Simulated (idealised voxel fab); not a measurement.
Documented hereafter: the process module known as voxel wiring stack.
This is section cut - it's 240 nm across, gridded in 5 nm square cells.
This document writes a cross-section as a grid whose cells are square, and gives it as bands, listed from the top down; one or more rows of cells form a band.
First you get the band's top height and its bottom height, in nm, and then the materials it's made of, left to right, with each width in nm. If you see a single material with "everywhere", that one covers the band edge to edge. "empty" is empty space.
The reference from which all heights are counted is 0, the level beneath which the as-received wafer is entirely one material; the lowest band, having no lower bound, proceeds downward and is written after the example "0 -> down".
Width: "30..40" (first number = top row, second number = bottom row, same change from row to row of cells).
Given "nothing altered" for a step, no cell of the cross-section differs between before and after that step.
Each empty space that has no open way to the top and spans at least 8 cells appears under "Closed cavity list" as width x height at distance, the distance counted from the left edge, all in nm.
That trailing text on a step's line, after the settings, is the simulator's own remark on the step.
"overlay nm" denotes, for a step that has a mask, the displacement of the mask to the right of its planned place, with negative values corresponding to the left.

-- Here's what the planned process steps look like
- 1: RECEIVE | material Si
- 2: CONFORMAL_DEP | material SiO2 | thk nm 10
- 3: DIRECTIONAL_DEP | material TiN | thk nm 5
- 4: DIRECTIONAL_DEP | material W | thk nm 25
- 5: DIRECTIONAL_DEP | material aC | thk nm 15
- 6: PATTERN | tone cover | mask id METAL_1 | material resist | width nm 25 | pitch nm 40 | thk nm 30 | overlay nm 0
- 7: DIRECTIONAL_ETCH | etch materials aC | depth nm 15
- 8: STRIP | etch materials resist
- 9: DIRECTIONAL_ETCH | etch materials W | depth nm 25
- 10: DIRECTIONAL_ETCH | etch materials TiN | depth nm 5
- 11: STRIP | etch materials aC
- 12: CONFORMAL_DEP | material SiCN | thk nm 5
- 13: FILL_DEP | material lowk | thk nm 5
- 14: CMP | height nm 40
- 15: CONFORMAL_DEP | material SiCN | thk nm 5
- 16: DIRECTIONAL_DEP | material SiO2 | thk nm 20
- 17: MASKED_ETCH | tone open | mask id PLUG_1 | width nm 15 | pitch nm 80 | etch materials SiO2 | depth nm 20 | overlay nm 0
- 18: MASKED_ETCH | tone open | mask id PLUG_1 | width nm 15 | pitch nm 80 | etch materials SiCN | depth nm 5 | overlay nm 0
- 19: EPI | material Ru | thk nm 10
- 20: EPI | material Ru | thk nm 10
- 21: EPI | material Ru | thk nm 5
- 22: CONFORMAL_DEP | material SiN | thk nm 5
- 23: DIRECTIONAL_DEP | material lowk | thk nm 20
- 24: DIRECTIONAL_DEP | material aC | thk nm 15
- 25: PATTERN | tone open | mask id METAL_2 | material resist | width nm 25 | pitch nm 40 | thk nm 35 | overlay nm 0
- 26: DIRECTIONAL_ETCH | etch materials aC | depth nm 15
- 27: STRIP | etch materials resist
- 28: DIRECTIONAL_ETCH | etch materials lowk | depth nm 20
- 29: DIRECTIONAL_ETCH | etch materials SiN | depth nm 5
- 30: STRIP | etch materials aC
- 31: CONFORMAL_DEP | material TiN | thk nm 5
- 32: FILL_DEP | material Cu | thk nm 10
- 33: CMP | height nm 90
- 34: EPI | material Ru | thk nm 5
- 35: FILL_DEP | material SiCN | thk nm 5

-- Cross-section of the wafer upon arrival, representing the state reached after step 1
- 0 -> down: Si everywhere
- Closed cavity list: none

-- Looking at the first of two wafers in cross-section at end of module - ran to plan
- 100 -> 95: SiCN everywhere
- 95 -> 90: 40 nm SiCN; 35 nm Ru; 5 nm SiCN; 35 nm Ru; 5 nm SiCN; 35 nm Ru; 5 nm SiCN; 35 nm Ru; 45 nm SiCN
- 90 -> 70: 45 nm lowk; 5 nm TiN; 15 nm Cu; 5 nm TiN; 15 nm lowk; 5 nm TiN; 15 nm Cu; 5 nm TiN; 15 nm lowk; 5 nm TiN; 15 nm Cu; 5 nm TiN; 15 nm lowk; 5 nm TiN; 15 nm Cu; 5 nm TiN; 50 nm lowk
- 70 -> 65: 45 nm SiN; 25 nm TiN; 15 nm SiN; 25 nm TiN; 15 nm SiN; 25 nm TiN; 15 nm SiN; 25 nm TiN; 50 nm SiN
- 65 -> 45: 45 nm SiO2; 15 nm Ru; 65 nm SiO2; 15 nm Ru; 100 nm SiO2
- 45 -> 40: 45 nm SiCN; 15 nm Ru; 65 nm SiCN; 15 nm Ru; 100 nm SiCN
- 40 -> 15: 40 nm lowk; 5 nm SiCN; 25 nm W; 5 nm SiCN; 5 nm lowk; 5 nm SiCN; 25 nm W; 5 nm SiCN; 5 nm lowk; 5 nm SiCN; 25 nm W; 5 nm SiCN; 5 nm lowk; 5 nm SiCN; 25 nm W; 5 nm SiCN; 45 nm lowk
- 15 -> 10: 45 nm SiCN; 25 nm TiN; 15 nm SiCN; 25 nm TiN; 15 nm SiCN; 25 nm TiN; 15 nm SiCN; 25 nm TiN; 50 nm SiCN
- 10 -> 0: SiO2 everywhere
- 0 -> down: Si everywhere
- Closed cavity list: none

-- End of module, second wafer, cross-section. Started like the first, planned like the first, run with one mistake
- 100 -> 95: SiCN everywhere
- 95 -> 90: 45 nm SiCN; 25 nm Ru; 15 nm SiCN; 25 nm Ru; 15 nm SiCN; 25 nm Ru; 15 nm SiCN; 25 nm Ru; 50 nm SiCN
- 90 -> 70: 50 nm lowk; 5 nm TiN; 5 nm Cu; 5 nm TiN; 25 nm lowk; 5 nm TiN; 5 nm Cu; 5 nm TiN; 25 nm lowk; 5 nm TiN; 5 nm Cu; 5 nm TiN; 25 nm lowk; 5 nm TiN; 5 nm Cu; 5 nm TiN; 55 nm lowk
- 70 -> 65: 50 nm SiN; 15 nm TiN; 25 nm SiN; 15 nm TiN; 25 nm SiN; 15 nm TiN; 25 nm SiN; 15 nm TiN; 55 nm SiN
- 65 -> 45: 45 nm SiO2; 15 nm Ru; 65 nm SiO2; 15 nm Ru; 100 nm SiO2
- 45 -> 40: 45 nm SiCN; 15 nm Ru; 65 nm SiCN; 15 nm Ru; 100 nm SiCN
- 40 -> 15: 40 nm lowk; 5 nm SiCN; 25 nm W; 5 nm SiCN; 5 nm lowk; 5 nm SiCN; 25 nm W; 5 nm SiCN; 5 nm lowk; 5 nm SiCN; 25 nm W; 5 nm SiCN; 5 nm lowk; 5 nm SiCN; 25 nm W; 5 nm SiCN; 45 nm lowk
- 15 -> 10: 45 nm SiCN; 25 nm TiN; 15 nm SiCN; 25 nm TiN; 15 nm SiCN; 25 nm TiN; 15 nm SiCN; 25 nm TiN; 50 nm SiCN
- 10 -> 0: SiO2 everywhere
- 0 -> down: Si everywhere
- Closed cavity list: none
Against the plan, the run slipped here: in deviation from the planned setting, step 25 was conducted as PATTERN | tone open | mask id METAL_2 | material resist | width nm 15 | pitch nm 40 | thk nm 35 | overlay nm 0
Once processing is complete, comparing cell counts shows that the second wafer has more or fewer of certain materials than the first: Cu: 32 fewer | Ru: 8 fewer | SiCN: 8 more | SiN: 8 more | TiN: 8 fewer | lowk: 32 more
